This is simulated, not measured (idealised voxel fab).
Process module heading - voxel spacer lines
Displayed cross-section: cut, width of 160 nm, square cells sized 5 nm.
Bands, listed from the top down, are how a cross-section gets written in this document; the cross-section itself is a grid of square cells, and a band is one or more rows of them. Each band's line starts with the height of the band's top and of its bottom, in nm. Then come its materials from left to right, each with its width in nm. One material with "full width" fills the band from edge to edge. "blank" is empty space. Convention: height 0 is the level below which the wafer, as received, is all one material. The lowest band does not terminate at the bottom but continues downward, represented as "0 -> down". You'd read "30..40" like this: the band's top row of cells is as wide as the first number, its bottom row is as wide as the second, and going down, every row changes width by the same amount as the row before did. Any step labelled "nothing different" changed none of the cells in the cross-section. Empty spaces without an open route to the top, at least 8 cells in extent, make up the entry "Enclosed empty spaces"; each is given as width x height at distance, where the distance is measured from the left edge, and all are in nm. Text after the settings on a step's line: the simulator's own remark on that step. A step's line can hold "overlay nm"; with a mask on that step, the setting says how far right of the planned place the mask lay, while a negative setting says it lay to the left.
Plan
1: RECEIVE, material Si
2: CONFORMAL_DEP, material Al2O3, thk nm 5
3: DIRECTIONAL_DEP, material polySi, thk nm 20
4: DIRECTIONAL_DEP, material aC, thk nm 20
5: PATTERN, tone cover, mask id MANDREL, material resist, width nm 25, pitch nm 80, thk nm 30, overlay nm 0
6: DIRECTIONAL_ETCH, etch materials aC, depth nm 20
7: STRIP, etch materials resist
8: CONFORMAL_DEP, material SiN, thk nm 15
9: DIRECTIONAL_ETCH, etch materials SiN, depth nm 15
10: STRIP, etch materials aC
11: DIRECTIONAL_ETCH, etch materials polySi, depth nm 20
12: STRIP, etch materials SiN
So this is the incoming wafer in cross-section - it's already been through step 1
    0 -> down: Si full width
    Enclosed empty spaces: none
End-of-module cross-section. Starting structure and process plan as above; one mistake made in running it
    25 -> 5: blank=10 / polySi=55 / blank=25 / polySi=55 / blank=15
    5 -> 0: Al2O3 full width
    0 -> down: Si full width
    Enclosed empty spaces: none
The mistake made against the process plan was this: steps 10 and 11 were swapped
